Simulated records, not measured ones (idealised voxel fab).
process module | voxel quadruple lines
cross-section cut | 280 nm wide | cells 5 nm
A cross-section is a grid of square cells, given in bands from the top down. A band is one or more rows of cells.
Each band's line starts with the height of the band's top and of its bottom, in nm. Then come its materials from left to right, each with its width in nm. One material with "throughout" fills the band from edge to edge. "air" is empty space.
Height 0 is the level under which the wafer as received is all one material. The lowest band goes on downwards, as in "0 down".
A width such as "30 to 40" changes by the same amount from each row of cells to the next, from the band's top row to its bottom row.
"no change" after a step means that no cell of the cross-section changed.
closed voids: empty space of 8 cells or more with no open way to the top, each as width x height at its distance from the left edge, in nm
after a step's settings: what the simulator itself notes on the step
overlay nm, on a step with a mask: how far to the right of its planned place the mask lay; to the left if negative
plan
1 op RECEIVE | material Si
2 op CONFORMAL_DEP | material SiO2 | thk nm 5
3 op DIRECTIONAL_DEP | material W | thk nm 15
4 op DIRECTIONAL_DEP | material polySi | thk nm 20
5 op DIRECTIONAL_DEP | material aC | thk nm 20
6 op PATTERN | tone cover | mask id MANDREL | material resist | width nm 25 | thk nm 30 | overlay nm 0
7 op DIRECTIONAL_ETCH | etch materials aC | depth nm 20
8 op STRIP | etch materials resist
9 op CONFORMAL_DEP | material SiO2 | thk nm 15
10 op DIRECTIONAL_ETCH | etch materials SiO2 | depth nm 15
11 op STRIP | etch materials aC
12 op DIRECTIONAL_ETCH | etch materials polySi | depth nm 20
13 op STRIP | etch materials SiO2
14 op CONFORMAL_DEP | material SiCN | thk nm 5
15 op DIRECTIONAL_ETCH | etch materials SiCN | depth nm 5
16 op STRIP | etch materials polySi
17 op DIRECTIONAL_ETCH | etch materials W | depth nm 15
18 op STRIP | etch materials SiCN
as received, after step 1
  0 down: Si throughout
  closed voids: none
a wafer at the end: this start, this plan, one mistake
  20 to 5: air 95 | W 5 | air 15 | W 5 | air 15 | W 5 | air 15 | W 5 | air 120
  5 to 0: SiO2 throughout
  0 down: Si throughout
  closed voids: none
what went wrong: step 6 ran as: op PATTERN | tone cover | mask id MANDREL | material resist | width nm 25 | thk nm 30 | overlay nm -10
